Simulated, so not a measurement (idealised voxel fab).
process module | voxel wiring stack
cross-section cut | 235 nm wide | cells 5 nm
A cross-section is a grid of square cells, given in bands from the top down. A band is one or more rows of cells.
Each band's line starts with the height of the band's top and of its bottom, in nm. Then come its materials from left to right, each with its width in nm. One material with "throughout" fills the band from edge to edge. "air" is empty space.
Height 0 is the level under which the wafer as received is all one material. The lowest band goes on downwards, as in "0 down".
A width such as "30 to 40" changes by the same amount from each row of cells to the next, from the band's top row to its bottom row.
"no change" after a step means that no cell of the cross-section changed.
closed voids: empty space of 8 cells or more with no open way to the top, each as width x height at its distance from the left edge, in nm
after a step's settings: what the simulator itself notes on the step
overlay nm, on a step with a mask: how far to the right of its planned place the mask lay; to the left if negative
plan
1 op RECEIVE | material Si
2 op CONFORMAL_DEP | material SiO2 | thk nm 15
3 op DIRECTIONAL_DEP | material TiN | thk nm 5
4 op DIRECTIONAL_DEP | material W | thk nm 25
5 op DIRECTIONAL_DEP | material aC | thk nm 15
6 op PATTERN | tone cover | mask id METAL_1 | material resist | width nm 25 | pitch nm 45 | thk nm 35 | overlay nm 0
7 op DIRECTIONAL_ETCH | etch materials aC | depth nm 15
8 op STRIP | etch materials resist
9 op DIRECTIONAL_ETCH | etch materials W | depth nm 25
10 op DIRECTIONAL_ETCH | etch materials TiN | depth nm 5
11 op STRIP | etch materials aC
12 op CONFORMAL_DEP | material SiCN | thk nm 5
13 op FILL_DEP | material lowk | thk nm 10
14 op CMP | height nm 45
15 op CONFORMAL_DEP | material SiCN | thk nm 5
16 op DIRECTIONAL_DEP | material SiO2 | thk nm 30
17 op DIRECTIONAL_DEP | material aC | thk nm 15
18 op PATTERN | tone open | mask id METAL_2 | material resist | width nm 25 | pitch nm 45 | thk nm 35 | overlay nm 0
19 op DIRECTIONAL_ETCH | etch materials aC | depth nm 15
20 op STRIP | etch materials resist
21 op DIRECTIONAL_ETCH | etch materials SiO2 | depth nm 15
22 op STRIP | etch materials aC
23 op MASKED_ETCH | tone open | mask id METAL_2_HOLES | width nm 15 | pitch nm 45 | etch materials SiO2 | depth nm 15 | overlay nm 0
24 op MASKED_ETCH | tone open | mask id METAL_2_HOLES | width nm 15 | pitch nm 45 | etch materials SiCN | depth nm 5 | overlay nm 0
25 op CONFORMAL_DEP | material TiN | thk nm 5
26 op FILL_DEP | material Cu | thk nm 10
27 op CMP | height nm 80
28 op CONFORMAL_DEP | material SiCN | thk nm 5
29 op DIRECTIONAL_DEP | material SiO2 | thk nm 25
30 op PATTERN | tone open | mask id METAL_3 | material resist | width nm 25 | pitch nm 45 | thk nm 15 | overlay nm 0
31 op DIRECTIONAL_ETCH | etch materials SiO2 | depth nm 15
32 op STRIP | etch materials resist
33 op MASKED_ETCH | tone open | mask id METAL_3_HOLES | width nm 15 | pitch nm 90 | etch materials SiO2 | depth nm 10 | overlay nm 0
34 op MASKED_ETCH | tone open | mask id METAL_3_HOLES | width nm 15 | pitch nm 90 | etch materials SiCN | depth nm 5 | overlay nm 0
35 op CONFORMAL_DEP | material TiN | thk nm 5
36 op FILL_DEP | material Cu | thk nm 10
37 op CMP | height nm 110
38 op CONFORMAL_DEP | material SiCN | thk nm 5
first wafer, as planned
as received, after step 1
  0 down: Si throughout
  closed voids: none
after step 2
  15 to 0: SiO2 throughout
  below 0: unchanged
after step 3
  20 to 15: TiN throughout
  below 15: unchanged
after step 4
  45 to 20: W throughout
  below 20: unchanged
after step 5
  60 to 45: aC throughout
  below 45: unchanged
after step 6
  95 to 60: air 60 | resist 25 | air 20 | resist 25 | air 20 | resist 25 | air 60
  below 60: unchanged
after step 7
  80 to 60: air 60 | resist 25 | air 20 | resist 25 | air 20 | resist 25 | air 60
  60 to 45: air 60 | aC 25 | air 20 | aC 25 | air 20 | aC 25 | air 60
  below 45: unchanged
after step 8
  60 to 45: air 60 | aC 25 | air 20 | aC 25 | air 20 | aC 25 | air 60
  below 45: unchanged
after step 9
  60 to 45: air 60 | aC 25 | air 20 | aC 25 | air 20 | aC 25 | air 60
  45 to 20: air 60 | W 25 | air 20 | W 25 | air 20 | W 25 | air 60
  below 20: unchanged
after step 10
  60 to 45: air 60 | aC 25 | air 20 | aC 25 | air 20 | aC 25 | air 60
  45 to 20: air 60 | W 25 | air 20 | W 25 | air 20 | W 25 | air 60
  20 to 15: air 60 | TiN 25 | air 20 | TiN 25 | air 20 | TiN 25 | air 60
  below 15: unchanged
after step 11
  45 to 20: air 60 | W 25 | air 20 | W 25 | air 20 | W 25 | air 60
  below 20: unchanged
after step 12
  50 to 45: air 55 | SiCN 35 | air 10 | SiCN 35 | air 10 | SiCN 35 | air 55
  45 to 20: air 55 | SiCN 5 | W 25 | SiCN 5 | air 10 | SiCN 5 | W 25 | SiCN 5 | air 10 | SiCN 5 | W 25 | SiCN 5 | air 55
  20 to 15: SiCN 60 | TiN 25 | SiCN 20 | TiN 25 | SiCN 20 | TiN 25 | SiCN 60
  below 15: unchanged
after step 13
  60 to 50: lowk throughout
  50 to 45: lowk 55 | SiCN 35 | lowk 10 | SiCN 35 | lowk 10 | SiCN 35 | lowk 55
  45 to 20: lowk 55 | SiCN 5 | W 25 | SiCN 5 | lowk 10 | SiCN 5 | W 25 | SiCN 5 | lowk 10 | SiCN 5 | W 25 | SiCN 5 | lowk 55
  below 20: unchanged
after step 14
  45 to 20: lowk 55 | SiCN 5 | W 25 | SiCN 5 | lowk 10 | SiCN 5 | W 25 | SiCN 5 | lowk 10 | SiCN 5 | W 25 | SiCN 5 | lowk 55
  below 20: unchanged
after step 15
  50 to 45: SiCN throughout
  below 45: unchanged
after step 16
  80 to 50: SiO2 throughout
  below 50: unchanged
after step 17
  95 to 80: aC throughout
  below 80: unchanged
after step 18
  130 to 95: resist 60 | air 25 | resist 20 | air 25 | resist 20 | air 25 | resist 60
  below 95: unchanged
after step 19
  115 to 95: resist 60 | air 25 | resist 20 | air 25 | resist 20 | air 25 | resist 60
  95 to 80: aC 60 | air 25 | aC 20 | air 25 | aC 20 | air 25 | aC 60
  below 80: unchanged
after step 20
  95 to 80: aC 60 | air 25 | aC 20 | air 25 | aC 20 | air 25 | aC 60
  below 80: unchanged
after step 21
  95 to 80: aC 60 | air 25 | aC 20 | air 25 | aC 20 | air 25 | aC 60
  80 to 65: SiO2 60 | air 25 | SiO2 20 | air 25 | SiO2 20 | air 25 | SiO2 60
  below 65: unchanged
after step 22
  80 to 65: SiO2 60 | air 25 | SiO2 20 | air 25 | SiO2 20 | air 25 | SiO2 60
  below 65: unchanged
after step 23
  80 to 65: SiO2 60 | air 25 | SiO2 20 | air 25 | SiO2 20 | air 25 | SiO2 60
  65 to 50: SiO2 60 | air 15 | SiO2 30 | air 15 | SiO2 30 | air 15 | SiO2 70
  below 50: unchanged
after step 24
  80 to 65: SiO2 60 | air 25 | SiO2 20 | air 25 | SiO2 20 | air 25 | SiO2 60
  65 to 50: SiO2 60 | air 15 | SiO2 30 | air 15 | SiO2 30 | air 15 | SiO2 70
  50 to 45: SiCN 60 | air 15 | SiCN 30 | air 15 | SiCN 30 | air 15 | SiCN 70
  below 45: unchanged
after step 25
  85 to 80: TiN 65 | air 15 | TiN 30 | air 15 | TiN 30 | air 15 | TiN 65
  80 to 70: SiO2 60 | TiN 5 | air 15 | TiN 5 | SiO2 20 | TiN 5 | air 15 | TiN 5 | SiO2 20 | TiN 5 | air 15 | TiN 5 | SiO2 60
  70 to 65: SiO2 60 | TiN 5 | air 5 | TiN 15 | SiO2 20 | TiN 5 | air 5 | TiN 15 | SiO2 20 | TiN 5 | air 5 | TiN 15 | SiO2 60
  65 to 50: SiO2 60 | TiN 5 | air 5 | TiN 5 | SiO2 30 | TiN 5 | air 5 | TiN 5 | SiO2 30 | TiN 5 | air 5 | TiN 5 | SiO2 70
  50 to 45: SiCN 60 | TiN 15 | SiCN 30 | TiN 15 | SiCN 30 | TiN 15 | SiCN 70
  below 45: unchanged
after step 26
  95 to 85: Cu throughout
  85 to 80: TiN 65 | Cu 15 | TiN 30 | Cu 15 | TiN 30 | Cu 15 | TiN 65
  80 to 70: SiO2 60 | TiN 5 | Cu 15 | TiN 5 | SiO2 20 | TiN 5 | Cu 15 | TiN 5 | SiO2 20 | TiN 5 | Cu 15 | TiN 5 | SiO2 60
  70 to 65: SiO2 60 | TiN 5 | Cu 5 | TiN 15 | SiO2 20 | TiN 5 | Cu 5 | TiN 15 | SiO2 20 | TiN 5 | Cu 5 | TiN 15 | SiO2 60
  65 to 50: SiO2 60 | TiN 5 | Cu 5 | TiN 5 | SiO2 30 | TiN 5 | Cu 5 | TiN 5 | SiO2 30 | TiN 5 | Cu 5 | TiN 5 | SiO2 70
  below 50: unchanged
after step 27
  80 to 70: SiO2 60 | TiN 5 | Cu 15 | TiN 5 | SiO2 20 | TiN 5 | Cu 15 | TiN 5 | SiO2 20 | TiN 5 | Cu 15 | TiN 5 | SiO2 60
  below 70: unchanged
after step 28
  85 to 80: SiCN throughout
  below 80: unchanged
after step 29
  110 to 85: SiO2 throughout
  below 85: unchanged
after step 30
  125 to 110: resist 60 | air 25 | resist 20 | air 25 | resist 20 | air 25 | resist 60
  below 110: unchanged
after step 31
  125 to 110: resist 60 | air 25 | resist 20 | air 25 | resist 20 | air 25 | resist 60
  110 to 95: SiO2 60 | air 25 | SiO2 20 | air 25 | SiO2 20 | air 25 | SiO2 60
  below 95: unchanged
after step 32
  110 to 95: SiO2 60 | air 25 | SiO2 20 | air 25 | SiO2 20 | air 25 | SiO2 60
  below 95: unchanged
after step 33
  110 to 95: SiO2 60 | air 25 | SiO2 20 | air 25 | SiO2 20 | air 25 | SiO2 60
  95 to 85: SiO2 60 | air 15 | SiO2 75 | air 15 | SiO2 70
  below 85: unchanged
after step 34
  110 to 95: SiO2 60 | air 25 | SiO2 20 | air 25 | SiO2 20 | air 25 | SiO2 60
  95 to 85: SiO2 60 | air 15 | SiO2 75 | air 15 | SiO2 70
  85 to 80: SiCN 60 | air 15 | SiCN 75 | air 15 | SiCN 70
  below 80: unchanged
after step 35
  115 to 110: TiN 65 | air 15 | TiN 30 | air 15 | TiN 30 | air 15 | TiN 65
  110 to 100: SiO2 60 | TiN 5 | air 15 | TiN 5 | SiO2 20 | TiN 5 | air 15 | TiN 5 | SiO2 20 | TiN 5 | air 15 | TiN 5 | SiO2 60
  100 to 95: SiO2 60 | TiN 5 | air 5 | TiN 15 | SiO2 20 | TiN 25 | SiO2 20 | TiN 5 | air 5 | TiN 15 | SiO2 60
  95 to 85: SiO2 60 | TiN 5 | air 5 | TiN 5 | SiO2 75 | TiN 5 | air 5 | TiN 5 | SiO2 70
  85 to 80: SiCN 60 | TiN 15 | SiCN 75 | TiN 15 | SiCN 70
  below 80: unchanged
after step 36
  125 to 115: Cu throughout
  115 to 110: TiN 65 | Cu 15 | TiN 30 | Cu 15 | TiN 30 | Cu 15 | TiN 65
  110 to 100: SiO2 60 | TiN 5 | Cu 15 | TiN 5 | SiO2 20 | TiN 5 | Cu 15 | TiN 5 | SiO2 20 | TiN 5 | Cu 15 | TiN 5 | SiO2 60
  100 to 95: SiO2 60 | TiN 5 | Cu 5 | TiN 15 | SiO2 20 | TiN 25 | SiO2 20 | TiN 5 | Cu 5 | TiN 15 | SiO2 60
  95 to 85: SiO2 60 | TiN 5 | Cu 5 | TiN 5 | SiO2 75 | TiN 5 | Cu 5 | TiN 5 | SiO2 70
  below 85: unchanged
after step 37
  110 to 100: SiO2 60 | TiN 5 | Cu 15 | TiN 5 | SiO2 20 | TiN 5 | Cu 15 | TiN 5 | SiO2 20 | TiN 5 | Cu 15 | TiN 5 | SiO2 60
  below 100: unchanged
after step 38
  115 to 110: SiCN throughout
  below 110: unchanged
second wafer: like start, like plan, one mistake. Through step 5 it matches the first wafer
when step 6 should have ended
  95 to 60: air 60 | resist 30 | air 15 | resist 30 | air 15 | resist 30 | air 55
  below 60: unchanged
when step 7 should have ended
  80 to 60: air 60 | resist 30 | air 15 | resist 30 | air 15 | resist 30 | air 55
  60 to 45: air 60 | aC 30 | air 15 | aC 30 | air 15 | aC 30 | air 55
  below 45: unchanged
when step 8 should have ended
  60 to 45: air 60 | aC 30 | air 15 | aC 30 | air 15 | aC 30 | air 55
  below 45: unchanged
when step 9 should have ended
  60 to 45: air 60 | aC 30 | air 15 | aC 30 | air 15 | aC 30 | air 55
  45 to 20: air 60 | W 30 | air 15 | W 30 | air 15 | W 30 | air 55
  below 20: unchanged
when step 10 should have ended
  60 to 45: air 60 | aC 30 | air 15 | aC 30 | air 15 | aC 30 | air 55
  45 to 20: air 60 | W 30 | air 15 | W 30 | air 15 | W 30 | air 55
  20 to 15: air 60 | TiN 30 | air 15 | TiN 30 | air 15 | TiN 30 | air 55
  below 15: unchanged
when step 11 should have ended
  45 to 20: air 60 | W 30 | air 15 | W 30 | air 15 | W 30 | air 55
  below 20: unchanged
when step 12 should have ended
  50 to 45: air 55 | SiCN 40 | air 5 | SiCN 40 | air 5 | SiCN 40 | air 50
  45 to 20: air 55 | SiCN 5 | W 30 | SiCN 5 | air 5 | SiCN 5 | W 30 | SiCN 5 | air 5 | SiCN 5 | W 30 | SiCN 5 | air 50
  20 to 15: SiCN 60 | TiN 30 | SiCN 15 | TiN 30 | SiCN 15 | TiN 30 | SiCN 55
  below 15: unchanged
when step 13 should have ended
  60 to 50: lowk throughout
  50 to 45: lowk 55 | SiCN 40 | lowk 5 | SiCN 40 | lowk 5 | SiCN 40 | lowk 50
  45 to 20: lowk 55 | SiCN 5 | W 30 | SiCN 5 | lowk 5 | SiCN 5 | W 30 | SiCN 5 | lowk 5 | SiCN 5 | W 30 | SiCN 5 | lowk 50
  below 20: unchanged
when step 14 should have ended
  45 to 20: lowk 55 | SiCN 5 | W 30 | SiCN 5 | lowk 5 | SiCN 5 | W 30 | SiCN 5 | lowk 5 | SiCN 5 | W 30 | SiCN 5 | lowk 50
  below 20: unchanged
when step 15 should have ended
  50 to 45: SiCN throughout
  below 45: unchanged
when step 16 should have ended
  80 to 50: SiO2 throughout
  below 50: unchanged
when step 17 should have ended
  95 to 80: aC throughout
  below 80: unchanged
when step 18 should have ended
  130 to 95: resist 60 | air 25 | resist 20 | air 25 | resist 20 | air 25 | resist 60
  below 95: unchanged
when step 19 should have ended
  115 to 95: resist 60 | air 25 | resist 20 | air 25 | resist 20 | air 25 | resist 60
  95 to 80: aC 60 | air 25 | aC 20 | air 25 | aC 20 | air 25 | aC 60
  below 80: unchanged
when step 20 should have ended
  95 to 80: aC 60 | air 25 | aC 20 | air 25 | aC 20 | air 25 | aC 60
  below 80: unchanged
when step 21 should have ended
  95 to 80: aC 60 | air 25 | aC 20 | air 25 | aC 20 | air 25 | aC 60
  80 to 65: SiO2 60 | air 25 | SiO2 20 | air 25 | SiO2 20 | air 25 | SiO2 60
  below 65: unchanged
when step 22 should have ended
  80 to 65: SiO2 60 | air 25 | SiO2 20 | air 25 | SiO2 20 | air 25 | SiO2 60
  below 65: unchanged
when step 23 should have ended
  80 to 65: SiO2 60 | air 25 | SiO2 20 | air 25 | SiO2 20 | air 25 | SiO2 60
  65 to 50: SiO2 60 | air 15 | SiO2 30 | air 15 | SiO2 30 | air 15 | SiO2 70
  below 50: unchanged
when step 24 should have ended
  80 to 65: SiO2 60 | air 25 | SiO2 20 | air 25 | SiO2 20 | air 25 | SiO2 60
  65 to 50: SiO2 60 | air 15 | SiO2 30 | air 15 | SiO2 30 | air 15 | SiO2 70
  50 to 45: SiCN 60 | air 15 | SiCN 30 | air 15 | SiCN 30 | air 15 | SiCN 70
  below 45: unchanged
when step 25 should have ended
  85 to 80: TiN 65 | air 15 | TiN 30 | air 15 | TiN 30 | air 15 | TiN 65
  80 to 70: SiO2 60 | TiN 5 | air 15 | TiN 5 | SiO2 20 | TiN 5 | air 15 | TiN 5 | SiO2 20 | TiN 5 | air 15 | TiN 5 | SiO2 60
  70 to 65: SiO2 60 | TiN 5 | air 5 | TiN 15 | SiO2 20 | TiN 5 | air 5 | TiN 15 | SiO2 20 | TiN 5 | air 5 | TiN 15 | SiO2 60
  65 to 50: SiO2 60 | TiN 5 | air 5 | TiN 5 | SiO2 30 | TiN 5 | air 5 | TiN 5 | SiO2 30 | TiN 5 | air 5 | TiN 5 | SiO2 70
  50 to 45: SiCN 60 | TiN 15 | SiCN 30 | TiN 15 | SiCN 30 | TiN 15 | SiCN 70
  below 45: unchanged
when step 26 should have ended
  95 to 85: Cu throughout
  85 to 80: TiN 65 | Cu 15 | TiN 30 | Cu 15 | TiN 30 | Cu 15 | TiN 65
  80 to 70: SiO2 60 | TiN 5 | Cu 15 | TiN 5 | SiO2 20 | TiN 5 | Cu 15 | TiN 5 | SiO2 20 | TiN 5 | Cu 15 | TiN 5 | SiO2 60
  70 to 65: SiO2 60 | TiN 5 | Cu 5 | TiN 15 | SiO2 20 | TiN 5 | Cu 5 | TiN 15 | SiO2 20 | TiN 5 | Cu 5 | TiN 15 | SiO2 60
  65 to 50: SiO2 60 | TiN 5 | Cu 5 | TiN 5 | SiO2 30 | TiN 5 | Cu 5 | TiN 5 | SiO2 30 | TiN 5 | Cu 5 | TiN 5 | SiO2 70
  below 50: unchanged
when step 27 should have ended
  80 to 70: SiO2 60 | TiN 5 | Cu 15 | TiN 5 | SiO2 20 | TiN 5 | Cu 15 | TiN 5 | SiO2 20 | TiN 5 | Cu 15 | TiN 5 | SiO2 60
  below 70: unchanged
when step 28 should have ended
  85 to 80: SiCN throughout
  below 80: unchanged
when step 29 should have ended
  110 to 85: SiO2 throughout
  below 85: unchanged
when step 30 should have ended
  125 to 110: resist 60 | air 25 | resist 20 | air 25 | resist 20 | air 25 | resist 60
  below 110: unchanged
when step 31 should have ended
  125 to 110: resist 60 | air 25 | resist 20 | air 25 | resist 20 | air 25 | resist 60
  110 to 95: SiO2 60 | air 25 | SiO2 20 | air 25 | SiO2 20 | air 25 | SiO2 60
  below 95: unchanged
when step 32 should have ended
  110 to 95: SiO2 60 | air 25 | SiO2 20 | air 25 | SiO2 20 | air 25 | SiO2 60
  below 95: unchanged
when step 33 should have ended
  110 to 95: SiO2 60 | air 25 | SiO2 20 | air 25 | SiO2 20 | air 25 | SiO2 60
  95 to 85: SiO2 60 | air 15 | SiO2 75 | air 15 | SiO2 70
  below 85: unchanged
when step 34 should have ended
  110 to 95: SiO2 60 | air 25 | SiO2 20 | air 25 | SiO2 20 | air 25 | SiO2 60
  95 to 85: SiO2 60 | air 15 | SiO2 75 | air 15 | SiO2 70
  85 to 80: SiCN 60 | air 15 | SiCN 75 | air 15 | SiCN 70
  below 80: unchanged
when step 35 should have ended
  115 to 110: TiN 65 | air 15 | TiN 30 | air 15 | TiN 30 | air 15 | TiN 65
  110 to 100: SiO2 60 | TiN 5 | air 15 | TiN 5 | SiO2 20 | TiN 5 | air 15 | TiN 5 | SiO2 20 | TiN 5 | air 15 | TiN 5 | SiO2 60
  100 to 95: SiO2 60 | TiN 5 | air 5 | TiN 15 | SiO2 20 | TiN 25 | SiO2 20 | TiN 5 | air 5 | TiN 15 | SiO2 60
  95 to 85: SiO2 60 | TiN 5 | air 5 | TiN 5 | SiO2 75 | TiN 5 | air 5 | TiN 5 | SiO2 70
  85 to 80: SiCN 60 | TiN 15 | SiCN 75 | TiN 15 | SiCN 70
  below 80: unchanged
when step 36 should have ended
  125 to 115: Cu throughout
  115 to 110: TiN 65 | Cu 15 | TiN 30 | Cu 15 | TiN 30 | Cu 15 | TiN 65
  110 to 100: SiO2 60 | TiN 5 | Cu 15 | TiN 5 | SiO2 20 | TiN 5 | Cu 15 | TiN 5 | SiO2 20 | TiN 5 | Cu 15 | TiN 5 | SiO2 60
  100 to 95: SiO2 60 | TiN 5 | Cu 5 | TiN 15 | SiO2 20 | TiN 25 | SiO2 20 | TiN 5 | Cu 5 | TiN 15 | SiO2 60
  95 to 85: SiO2 60 | TiN 5 | Cu 5 | TiN 5 | SiO2 75 | TiN 5 | Cu 5 | TiN 5 | SiO2 70
  below 85: unchanged
when step 37 should have ended
  110 to 100: SiO2 60 | TiN 5 | Cu 15 | TiN 5 | SiO2 20 | TiN 5 | Cu 15 | TiN 5 | SiO2 20 | TiN 5 | Cu 15 | TiN 5 | SiO2 60
  below 100: unchanged
when step 38 should have ended
  115 to 110: SiCN throughout
  below 110: unchanged
what went wrong: step 6 ran as: op PATTERN | tone cover | mask id METAL_1 | material resist | width nm 30 | pitch nm 45 | thk nm 35 | overlay nm 0
at the end the second wafer has, in cells: 3 fewer of SiCN | 3 more of TiN | 15 more of W | 15 fewer of lowk
